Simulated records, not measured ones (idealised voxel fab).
The process module presented herein is designated voxel wiring stack.
Xsec cut, 195 nm wide, square cell size 5 nm.
Think of the cross-section as a grid of square cells. We describe it in bands, top to bottom, and each band covers one or more rows of those cells.
Look at the band entry: it leads with the top's height and the bottom's height in nm. Then it lists the materials left to right, with a width in nm for each. The word "full width" on a single material says that material fills the band edge to edge. The word "blank" is empty space.
Height reference: 0 = level under which incoming wafer is all one material. Lowest band: no bottom, runs on downward, e.g. "0..down".
With a width like "30 to 40", each row of cells in the band differs from the next by the same amount, the top row carrying the first number and the bottom row the second.
"nothing different" after a step means that no cell of the cross-section changed.
Enclosed voids (no open way to top), threshold 8 cells or more, entry "closed voids", notation width x height at distance, distance from left edge, nm.
Heads up: the bit after the settings on a step's line is the simulator's remark on that step.
The line of a step may include "overlay nm". On a step with a mask, this value is how far to the right of its planned place the mask lay. A negative value means the mask lay to the left.
## Listed below are the process steps as planned
1) RECEIVE (material Si)
2) CONFORMAL_DEP (material SiO2; thk nm 15)
3) DIRECTIONAL_DEP (material TiN; thk nm 5)
4) DIRECTIONAL_DEP (material Ru; thk nm 25)
5) PATTERN (tone cover; mask id METAL_1; material resist; width nm 30; pitch nm 45; thk nm 20; overlay nm 0)
6) DIRECTIONAL_ETCH (etch materials Ru; depth nm 25)
7) DIRECTIONAL_ETCH (etch materials TiN; depth nm 5)
8) STRIP (etch materials resist)
9) CONFORMAL_DEP (material SiN; thk nm 5)
10) FILL_DEP (material lowk; thk nm 10)
11) CMP (height nm 45)
12) CONFORMAL_DEP (material SiCN; thk nm 5)
13) DIRECTIONAL_DEP (material lowk; thk nm 15)
14) PATTERN (tone open; mask id PLUG_1; material resist; width nm 15; pitch nm 90; thk nm 15; overlay nm 0)
15) DIRECTIONAL_ETCH (etch materials lowk; depth nm 15)
16) DIRECTIONAL_ETCH (etch materials SiCN; depth nm 5)
17) STRIP (etch materials resist)
18) CONFORMAL_DEP (material TiN; thk nm 5)
19) FILL_DEP (material Cu; thk nm 10)
20) CMP (height nm 65)
21) CONFORMAL_DEP (material SiCN; thk nm 5)
22) DIRECTIONAL_DEP (material SiO2; thk nm 15)
23) MASKED_ETCH (tone open; mask id METAL_2; width nm 30; pitch nm 45; etch materials SiO2; depth nm 15; overlay nm 0)
24) MASKED_ETCH (tone open; mask id METAL_2; width nm 30; pitch nm 45; etch materials SiCN; depth nm 5; overlay nm 0)
25) CONFORMAL_DEP (material TiN; thk nm 5)
26) FILL_DEP (material W; thk nm 5)
27) CMP (height nm 85)
28) CONFORMAL_DEP (material SiCN; thk nm 5)
29) DIRECTIONAL_DEP (material lowk; thk nm 35)
30) PATTERN (tone open; mask id METAL_3; material resist; width nm 30; pitch nm 45; thk nm 15; overlay nm 0)
31) DIRECTIONAL_ETCH (etch materials lowk; depth nm 20)
32) STRIP (etch materials resist)
33) PATTERN (tone open; mask id METAL_3_HOLES; material resist; width nm 15; pitch nm 90; thk nm 20; overlay nm 0)
34) DIRECTIONAL_ETCH (etch materials lowk; depth nm 15)
35) DIRECTIONAL_ETCH (etch materials SiCN; depth nm 5)
36) STRIP (etch materials resist)
37) CONFORMAL_DEP (material TiN; thk nm 5)
38) FILL_DEP (material Cu; thk nm 10)
39) CMP (height nm 125)
40) CONFORMAL_DEP (material SiCN; thk nm 5)
## The first of two wafers, run as planned
## Incoming wafer, cross-sectional view, post step 1
- 0..down = Si full width
- closed voids: none
## The wafer in cross-section once step 2 is complete
- 15..0 = SiO2 full width
- below 0: unchanged
## The wafer in cross-section once step 3 is complete
- 20..15 = TiN full width
- below 15: unchanged
## The wafer in cross-section once step 4 is complete
- 45..20 = Ru full width
- below 20: unchanged
## The wafer in cross-section once step 5 is complete
- 65..45 = blank 35 nm | resist 30 nm | blank 15 nm | resist 30 nm | blank 15 nm | resist 30 nm | blank 40 nm
- below 45: unchanged
## The wafer in cross-section once step 6 is complete
- 65..45 = blank 35 nm | resist 30 nm | blank 15 nm | resist 30 nm | blank 15 nm | resist 30 nm | blank 40 nm
- 45..20 = blank 35 nm | Ru 30 nm | blank 15 nm | Ru 30 nm | blank 15 nm | Ru 30 nm | blank 40 nm
- below 20: unchanged
## The wafer in cross-section once step 7 is complete
- 65..45 = blank 35 nm | resist 30 nm | blank 15 nm | resist 30 nm | blank 15 nm | resist 30 nm | blank 40 nm
- 45..20 = blank 35 nm | Ru 30 nm | blank 15 nm | Ru 30 nm | blank 15 nm | Ru 30 nm | blank 40 nm
- 20..15 = blank 35 nm | TiN 30 nm | blank 15 nm | TiN 30 nm | blank 15 nm | TiN 30 nm | blank 40 nm
- below 15: unchanged
## The wafer in cross-section once step 8 is complete
- 45..20 = blank 35 nm | Ru 30 nm | blank 15 nm | Ru 30 nm | blank 15 nm | Ru 30 nm | blank 40 nm
- below 20: unchanged
## The wafer in cross-section once step 9 is complete
- 50..45 = blank 30 nm | SiN 40 nm | blank 5 nm | SiN 40 nm | blank 5 nm | SiN 40 nm | blank 35 nm
- 45..20 = blank 30 nm | SiN 5 nm | Ru 30 nm | SiN 5 nm | blank 5 nm | SiN 5 nm | Ru 30 nm | SiN 5 nm | blank 5 nm | SiN 5 nm | Ru 30 nm | SiN 5 nm | blank 35 nm
- 20..15 = SiN 35 nm | TiN 30 nm | SiN 15 nm | TiN 30 nm | SiN 15 nm | TiN 30 nm | SiN 40 nm
- below 15: unchanged
## The wafer in cross-section once step 10 is complete
- 60..50 = lowk full width
- 50..45 = lowk 30 nm | SiN 40 nm | lowk 5 nm | SiN 40 nm | lowk 5 nm | SiN 40 nm | lowk 35 nm
- 45..20 = lowk 30 nm | SiN 5 nm | Ru 30 nm | SiN 5 nm | lowk 5 nm | SiN 5 nm | Ru 30 nm | SiN 5 nm | lowk 5 nm | SiN 5 nm | Ru 30 nm | SiN 5 nm | lowk 35 nm
- below 20: unchanged
## The wafer in cross-section once step 11 is complete
- 45..20 = lowk 30 nm | SiN 5 nm | Ru 30 nm | SiN 5 nm | lowk 5 nm | SiN 5 nm | Ru 30 nm | SiN 5 nm | lowk 5 nm | SiN 5 nm | Ru 30 nm | SiN 5 nm | lowk 35 nm
- below 20: unchanged
## The wafer in cross-section once step 12 is complete
- 50..45 = SiCN full width
- below 45: unchanged
## The wafer in cross-section once step 13 is complete
- 65..50 = lowk full width
- below 50: unchanged
## The wafer in cross-section once step 14 is complete
- 80..65 = resist 35 nm | blank 15 nm | resist 75 nm | blank 15 nm | resist 55 nm
- below 65: unchanged
## The wafer in cross-section once step 15 is complete
- 80..65 = resist 35 nm | blank 15 nm | resist 75 nm | blank 15 nm | resist 55 nm
- 65..50 = lowk 35 nm | blank 15 nm | lowk 75 nm | blank 15 nm | lowk 55 nm
- below 50: unchanged
## The wafer in cross-section once step 16 is complete
- 80..65 = resist 35 nm | blank 15 nm | resist 75 nm | blank 15 nm | resist 55 nm
- 65..50 = lowk 35 nm | blank 15 nm | lowk 75 nm | blank 15 nm | lowk 55 nm
- 50..45 = SiCN 35 nm | blank 15 nm | SiCN 75 nm | blank 15 nm | SiCN 55 nm
- below 45: unchanged
## The wafer in cross-section once step 17 is complete
- 65..50 = lowk 35 nm | blank 15 nm | lowk 75 nm | blank 15 nm | lowk 55 nm
- below 50: unchanged
## The wafer in cross-section once step 18 is complete
- 70..65 = TiN 40 nm | blank 5 nm | TiN 85 nm | blank 5 nm | TiN 60 nm
- 65..50 = lowk 35 nm | TiN 5 nm | blank 5 nm | TiN 5 nm | lowk 75 nm | TiN 5 nm | blank 5 nm | TiN 5 nm | lowk 55 nm
- 50..45 = SiCN 35 nm | TiN 15 nm | SiCN 75 nm | TiN 15 nm | SiCN 55 nm
- below 45: unchanged
## The wafer in cross-section once step 19 is complete
- 80..70 = Cu full width
- 70..65 = TiN 40 nm | Cu 5 nm | TiN 85 nm | Cu 5 nm | TiN 60 nm
- 65..50 = lowk 35 nm | TiN 5 nm | Cu 5 nm | TiN 5 nm | lowk 75 nm | TiN 5 nm | Cu 5 nm | TiN 5 nm | lowk 55 nm
- below 50: unchanged
## The wafer in cross-section once step 20 is complete
- 65..50 = lowk 35 nm | TiN 5 nm | Cu 5 nm | TiN 5 nm | lowk 75 nm | TiN 5 nm | Cu 5 nm | TiN 5 nm | lowk 55 nm
- below 50: unchanged
## The wafer in cross-section once step 21 is complete
- 70..65 = SiCN full width
- below 65: unchanged
## The wafer in cross-section once step 22 is complete
- 85..70 = SiO2 full width
- below 70: unchanged
## The wafer in cross-section once step 23 is complete
- 85..70 = SiO2 35 nm | blank 30 nm | SiO2 15 nm | blank 30 nm | SiO2 15 nm | blank 30 nm | SiO2 40 nm
- below 70: unchanged
## The wafer in cross-section once step 24 is complete
- 85..70 = SiO2 35 nm | blank 30 nm | SiO2 15 nm | blank 30 nm | SiO2 15 nm | blank 30 nm | SiO2 40 nm
- 70..65 = SiCN 35 nm | blank 30 nm | SiCN 15 nm | blank 30 nm | SiCN 15 nm | blank 30 nm | SiCN 40 nm
- below 65: unchanged
## The wafer in cross-section once step 25 is complete
- 90..85 = TiN 40 nm | blank 20 nm | TiN 25 nm | blank 20 nm | TiN 25 nm | blank 20 nm | TiN 45 nm
- 85..70 = SiO2 35 nm | TiN 5 nm | blank 20 nm | TiN 5 nm | SiO2 15 nm | TiN 5 nm | blank 20 nm | TiN 5 nm | SiO2 15 nm | TiN 5 nm | blank 20 nm | TiN 5 nm | SiO2 40 nm
- 70..65 = SiCN 35 nm | TiN 30 nm | SiCN 15 nm | TiN 30 nm | SiCN 15 nm | TiN 30 nm | SiCN 40 nm
- below 65: unchanged
## The wafer in cross-section once step 26 is complete
- 95..90 = W full width
- 90..85 = TiN 40 nm | W 20 nm | TiN 25 nm | W 20 nm | TiN 25 nm | W 20 nm | TiN 45 nm
- 85..70 = SiO2 35 nm | TiN 5 nm | W 20 nm | TiN 5 nm | SiO2 15 nm | TiN 5 nm | W 20 nm | TiN 5 nm | SiO2 15 nm | TiN 5 nm | W 20 nm | TiN 5 nm | SiO2 40 nm
- below 70: unchanged
## The wafer in cross-section once step 27 is complete
- 85..70 = SiO2 35 nm | TiN 5 nm | W 20 nm | TiN 5 nm | SiO2 15 nm | TiN 5 nm | W 20 nm | TiN 5 nm | SiO2 15 nm | TiN 5 nm | W 20 nm | TiN 5 nm | SiO2 40 nm
- below 70: unchanged
## The wafer in cross-section once step 28 is complete
- 90..85 = SiCN full width
- below 85: unchanged
## The wafer in cross-section once step 29 is complete
- 125..90 = lowk full width
- below 90: unchanged
## The wafer in cross-section once step 30 is complete
- 140..125 = resist 35 nm | blank 30 nm | resist 15 nm | blank 30 nm | resist 15 nm | blank 30 nm | resist 40 nm
- below 125: unchanged
## The wafer in cross-section once step 31 is complete
- 140..125 = resist 35 nm | blank 30 nm | resist 15 nm | blank 30 nm | resist 15 nm | blank 30 nm | resist 40 nm
- 125..105 = lowk 35 nm | blank 30 nm | lowk 15 nm | blank 30 nm | lowk 15 nm | blank 30 nm | lowk 40 nm
- below 105: unchanged
## The wafer in cross-section once step 32 is complete
- 125..105 = lowk 35 nm | blank 30 nm | lowk 15 nm | blank 30 nm | lowk 15 nm | blank 30 nm | lowk 40 nm
- below 105: unchanged
## The wafer in cross-section once step 33 is complete
- 145..125 = resist 35 nm | blank 15 nm | resist 75 nm | blank 15 nm | resist 55 nm
- 125..105 = lowk 35 nm | blank 15 nm | resist 15 nm | lowk 15 nm | resist 30 nm | lowk 15 nm | blank 15 nm | resist 15 nm | lowk 40 nm
- below 105: unchanged
## The wafer in cross-section once step 34 is complete
- 145..125 = resist 35 nm | blank 15 nm | resist 75 nm | blank 15 nm | resist 55 nm
- 125..105 = lowk 35 nm | blank 15 nm | resist 15 nm | lowk 15 nm | resist 30 nm | lowk 15 nm | blank 15 nm | resist 15 nm | lowk 40 nm
- 105..90 = lowk 35 nm | blank 15 nm | lowk 75 nm | blank 15 nm | lowk 55 nm
- below 90: unchanged
## The wafer in cross-section once step 35 is complete
- 145..125 = resist 35 nm | blank 15 nm | resist 75 nm | blank 15 nm | resist 55 nm
- 125..105 = lowk 35 nm | blank 15 nm | resist 15 nm | lowk 15 nm | resist 30 nm | lowk 15 nm | blank 15 nm | resist 15 nm | lowk 40 nm
- 105..90 = lowk 35 nm | blank 15 nm | lowk 75 nm | blank 15 nm | lowk 55 nm
- 90..85 = SiCN 35 nm | blank 15 nm | SiCN 75 nm | blank 15 nm | SiCN 55 nm
- below 85: unchanged
## The wafer in cross-section once step 36 is complete
- 125..105 = lowk 35 nm | blank 30 nm | lowk 15 nm | blank 30 nm | lowk 15 nm | blank 30 nm | lowk 40 nm
- below 105: unchanged
## The wafer in cross-section once step 37 is complete
- 130..125 = TiN 40 nm | blank 20 nm | TiN 25 nm | blank 20 nm | TiN 25 nm | blank 20 nm | TiN 45 nm
- 125..110 = lowk 35 nm | TiN 5 nm | blank 20 nm | TiN 5 nm | lowk 15 nm | TiN 5 nm | blank 20 nm | TiN 5 nm | lowk 15 nm | TiN 5 nm | blank 20 nm | TiN 5 nm | lowk 40 nm
- 110..105 = lowk 35 nm | TiN 5 nm | blank 5 nm | TiN 20 nm | lowk 15 nm | TiN 30 nm | lowk 15 nm | TiN 5 nm | blank 5 nm | TiN 20 nm | lowk 40 nm
- 105..90 = lowk 35 nm | TiN 5 nm | blank 5 nm | TiN 5 nm | lowk 75 nm | TiN 5 nm | blank 5 nm | TiN 5 nm | lowk 55 nm
- 90..85 = SiCN 35 nm | TiN 15 nm | SiCN 75 nm | TiN 15 nm | SiCN 55 nm
- below 85: unchanged
## The wafer in cross-section once step 38 is complete
- 140..130 = Cu full width
- 130..125 = TiN 40 nm | Cu 20 nm | TiN 25 nm | Cu 20 nm | TiN 25 nm | Cu 20 nm | TiN 45 nm
- 125..110 = lowk 35 nm | TiN 5 nm | Cu 20 nm | TiN 5 nm | lowk 15 nm | TiN 5 nm | Cu 20 nm | TiN 5 nm | lowk 15 nm | TiN 5 nm | Cu 20 nm | TiN 5 nm | lowk 40 nm
- 110..105 = lowk 35 nm | TiN 5 nm | Cu 5 nm | TiN 20 nm | lowk 15 nm | TiN 30 nm | lowk 15 nm | TiN 5 nm | Cu 5 nm | TiN 20 nm | lowk 40 nm
- 105..90 = lowk 35 nm | TiN 5 nm | Cu 5 nm | TiN 5 nm | lowk 75 nm | TiN 5 nm | Cu 5 nm | TiN 5 nm | lowk 55 nm
- below 90: unchanged
## The wafer in cross-section once step 39 is complete
- 125..110 = lowk 35 nm | TiN 5 nm | Cu 20 nm | TiN 5 nm | lowk 15 nm | TiN 5 nm | Cu 20 nm | TiN 5 nm | lowk 15 nm | TiN 5 nm | Cu 20 nm | TiN 5 nm | lowk 40 nm
- below 110: unchanged
## The wafer in cross-section once step 40 is complete
- 130..125 = SiCN full width
- below 125: unchanged
## Wafer two. Same start, same plan, one slip in execution. Same as wafer one through step 29, inclusive
## What the second wafer looks like in cross-section when step 30 should have wrapped up
- 140..125 = blank 35 nm | resist 30 nm | blank 15 nm | resist 30 nm | blank 15 nm | resist 30 nm | blank 40 nm
- below 125: unchanged
## What the second wafer looks like in cross-section when step 31 should have wrapped up
- 140..125 = blank 35 nm | resist 30 nm | blank 15 nm | resist 30 nm | blank 15 nm | resist 30 nm | blank 40 nm
- 125..105 = blank 35 nm | lowk 30 nm | blank 15 nm | lowk 30 nm | blank 15 nm | lowk 30 nm | blank 40 nm
- below 105: unchanged
## What the second wafer looks like in cross-section when step 32 should have wrapped up
- 125..105 = blank 35 nm | lowk 30 nm | blank 15 nm | lowk 30 nm | blank 15 nm | lowk 30 nm | blank 40 nm
- below 105: unchanged
## What the second wafer looks like in cross-section when step 33 should have wrapped up
- 145..125 = resist 35 nm | blank 15 nm | resist 75 nm | blank 15 nm | resist 55 nm
- 125..105 = resist 35 nm | lowk 30 nm | resist 15 nm | lowk 30 nm | resist 15 nm | lowk 30 nm | resist 40 nm
- below 105: unchanged
## What the second wafer looks like in cross-section when step 34 should have wrapped up
- 145..125 = resist 35 nm | blank 15 nm | resist 75 nm | blank 15 nm | resist 55 nm
- 125..110 = resist 35 nm | blank 15 nm | lowk 15 nm | resist 15 nm | lowk 30 nm | resist 15 nm | blank 15 nm | lowk 15 nm | resist 40 nm
- below 110: unchanged
What the second wafer looks like in cross-section when step 35 should have wrapped up: nothing different
## What the second wafer looks like in cross-section when step 36 should have wrapped up
- 125..110 = blank 50 nm | lowk 15 nm | blank 15 nm | lowk 30 nm | blank 30 nm | lowk 15 nm | blank 40 nm
- 110..105 = blank 35 nm | lowk 30 nm | blank 15 nm | lowk 30 nm | blank 15 nm | lowk 30 nm | blank 40 nm
- below 105: unchanged
## What the second wafer looks like in cross-section when step 37 should have wrapped up
- 130..125 = blank 45 nm | TiN 25 nm | blank 5 nm | TiN 40 nm | blank 20 nm | TiN 25 nm | blank 35 nm
- 125..115 = blank 45 nm | TiN 5 nm | lowk 15 nm | TiN 5 nm | blank 5 nm | TiN 5 nm | lowk 30 nm | TiN 5 nm | blank 20 nm | TiN 5 nm | lowk 15 nm | TiN 5 nm | blank 35 nm
- 115..110 = blank 30 nm | TiN 20 nm | lowk 15 nm | TiN 5 nm | blank 5 nm | TiN 5 nm | lowk 30 nm | TiN 5 nm | blank 5 nm | TiN 20 nm | lowk 15 nm | TiN 5 nm | blank 35 nm
- 110..105 = TiN 35 nm | lowk 30 nm | TiN 15 nm | lowk 30 nm | TiN 15 nm | lowk 30 nm | TiN 40 nm
- below 105: unchanged
## What the second wafer looks like in cross-section when step 38 should have wrapped up
- 140..130 = Cu full width
- 130..125 = Cu 45 nm | TiN 25 nm | Cu 5 nm | TiN 40 nm | Cu 20 nm | TiN 25 nm | Cu 35 nm
- 125..115 = Cu 45 nm | TiN 5 nm | lowk 15 nm | TiN 5 nm | Cu 5 nm | TiN 5 nm | lowk 30 nm | TiN 5 nm | Cu 20 nm | TiN 5 nm | lowk 15 nm | TiN 5 nm | Cu 35 nm
- 115..110 = Cu 30 nm | TiN 20 nm | lowk 15 nm | TiN 5 nm | Cu 5 nm | TiN 5 nm | lowk 30 nm | TiN 5 nm | Cu 5 nm | TiN 20 nm | lowk 15 nm | TiN 5 nm | Cu 35 nm
- below 110: unchanged
## What the second wafer looks like in cross-section when step 39 should have wrapped up
- 125..115 = Cu 45 nm | TiN 5 nm | lowk 15 nm | TiN 5 nm | Cu 5 nm | TiN 5 nm | lowk 30 nm | TiN 5 nm | Cu 20 nm | TiN 5 nm | lowk 15 nm | TiN 5 nm | Cu 35 nm
- below 115: unchanged
## What the second wafer looks like in cross-section when step 40 should have wrapped up
- 130..125 = SiCN full width
- below 125: unchanged
In executing the process, a mistake was made relative to the plan: off-plan run, step 30, actual operation and settings PATTERN (tone cover; mask id METAL_3; material resist; width nm 30; pitch nm 45; thk nm 15; overlay nm 0)
Final cells, second wafer relative to first, materials higher or lower: Cu: 13 more, SiCN: 6 more, TiN: 7 fewer, lowk: 12 fewer
